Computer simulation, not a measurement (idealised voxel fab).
process module | voxel lift off
cross-section cut | 195 nm wide | cells 5 nm
A cross-section is a grid of square cells, given in bands from the top down. A band is one or more rows of cells.
Each band's line starts with the height of the band's top and of its bottom, in nm. Then come its materials from left to right, each with its width in nm. One material with "throughout" fills the band from edge to edge. "air" is empty space.
Height 0 is the level under which the wafer as received is all one material. The lowest band goes on downwards, as in "0 down".
A width such as "30 to 40" changes by the same amount from each row of cells to the next, from the band's top row to its bottom row.
"no change" after a step means that no cell of the cross-section changed.
closed voids: empty space of 8 cells or more with no open way to the top, each as width x height at its distance from the left edge, in nm
after a step's settings: what the simulator itself notes on the step
overlay nm, on a step with a mask: how far to the right of its planned place the mask lay; to the left if negative
plan
1 op RECEIVE | material Si
2 op CONFORMAL_DEP | material SiN | thk nm 5
3 op PATTERN | tone open | mask id LINES | material resist | width nm 30 | pitch nm 50 | thk nm 15 | overlay nm 0
4 op DIRECTIONAL_DEP | material Ru | thk nm 5
5 op STRIP | etch materials resist
6 op CONFORMAL_DEP | material SiO2 | thk nm 10
as received, after step 1
  0 down: Si throughout
  closed voids: none
a wafer at the end: this start, this plan, one mistake
  20 to 15: SiO2 40 | air 10 | SiO2 40 | air 10 | SiO2 40 | air 10 | SiO2 45
  15 to 10: SiO2 throughout
  10 to 5: Ru 30 | SiO2 30 | Ru 20 | SiO2 30 | Ru 20 | SiO2 30 | Ru 35
  5 to 0: SiN throughout
  0 down: Si throughout
  closed voids: none
what went wrong: step 3 ran as: op PATTERN | tone cover | mask id LINES | material resist | width nm 30 | pitch nm 50 | thk nm 15 | overlay nm 0
